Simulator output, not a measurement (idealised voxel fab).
Process module name: voxel air gaps
Square cell edge 5 nm, section width 210 nm, ID cut.
For the purposes of this document, a cross-section shall be understood as a grid of square cells, specified as bands listed in top-to-bottom order, each band consisting of one or more rows of cells.
Per band: top height and bottom height in nm, followed by the left-to-right materials and their widths in nm; "all across" marks a single material spanning edge to edge, "blank" marks empty space.
Height is counted from the level 0, under which the received wafer is composed throughout of one material. The lowest of the bands is not closed at the bottom but continues downward, in the notation "0 -> down".
Quick explanation for "30 to 40": the width changes in equal steps down the rows of cells, from the first number in the band's top row to the second number in its bottom row.
Take "left unchanged" at face value: in the step it is given for, the cross-section changed in none of its cells.
Basically, "Enclosed void entries" tells you about the enclosed voids: empty spaces with no open way to the top, 8 cells or bigger, each written width x height at distance, where distance is from the left edge, all in nm.
Where a step's line continues beyond its settings, the continuation is a remark by the simulator itself on that step.
A step line may carry the setting "overlay nm", which, for steps involving a mask, states the distance by which the mask lay to the right of its intended position; negative values denote displacement to the left.

**These are the steps we planned for the process**
step 1: RECEIVE: material Si
step 2: CONFORMAL_DEP: material SiO2, thk nm 15
step 3: CONFORMAL_DEP: material SiCN, thk nm 5
step 4: DIRECTIONAL_DEP: material SiO2, thk nm 30
step 5: DIRECTIONAL_DEP: material aC, thk nm 10
step 6: PATTERN: tone open, mask id LINES, material resist, width nm 20, pitch nm 50, thk nm 30, overlay nm 0
step 7: DIRECTIONAL_ETCH: etch materials aC, depth nm 10
step 8: STRIP: etch materials resist
step 9: DIRECTIONAL_ETCH: etch materials SiO2, depth nm 30
step 10: STRIP: etch materials aC
step 11: CONFORMAL_DEP: material TiN, thk nm 5
step 12: FILL_DEP: material W, thk nm 5
step 13: CMP: height nm 50
step 14: EPI: material Ru, thk nm 10
step 15: SELECTIVE_ETCH: etch materials SiO2, depth nm 40
step 16: CONFORMAL_DEP: material SiCN, thk nm 5

**Incoming wafer, cross-sectional view, post step 1**
- 0 -> down: Si all across
- Enclosed void entries: none

**Result of the module, cross-sectioned: start per above, plan per above, one error in how it was run**
- 65 -> 60: SiCN all across
- 60 -> 50: Ru all across
- 50 -> 45: TiN 25 | W 10 | TiN 40 | W 10 | TiN 40 | W 10 | TiN 40 | W 10 | TiN 25
- 45 -> 20: SiO2 20 | TiN 5 | W 10 | TiN 5 | SiO2 30 | TiN 5 | W 10 | TiN 5 | SiO2 30 | TiN 5 | W 10 | TiN 5 | SiO2 30 | TiN 5 | W 10 | TiN 5 | SiO2 20
- 20 -> 15: SiO2 20 | TiN 20 | SiO2 30 | TiN 20 | SiO2 30 | TiN 20 | SiO2 30 | TiN 20 | SiO2 20
- 15 -> 0: SiO2 all across
- 0 -> down: Si all across
- Enclosed void entries: none
Here's what went sideways: heads up, step 3 of the plan was skipped and never actually ran
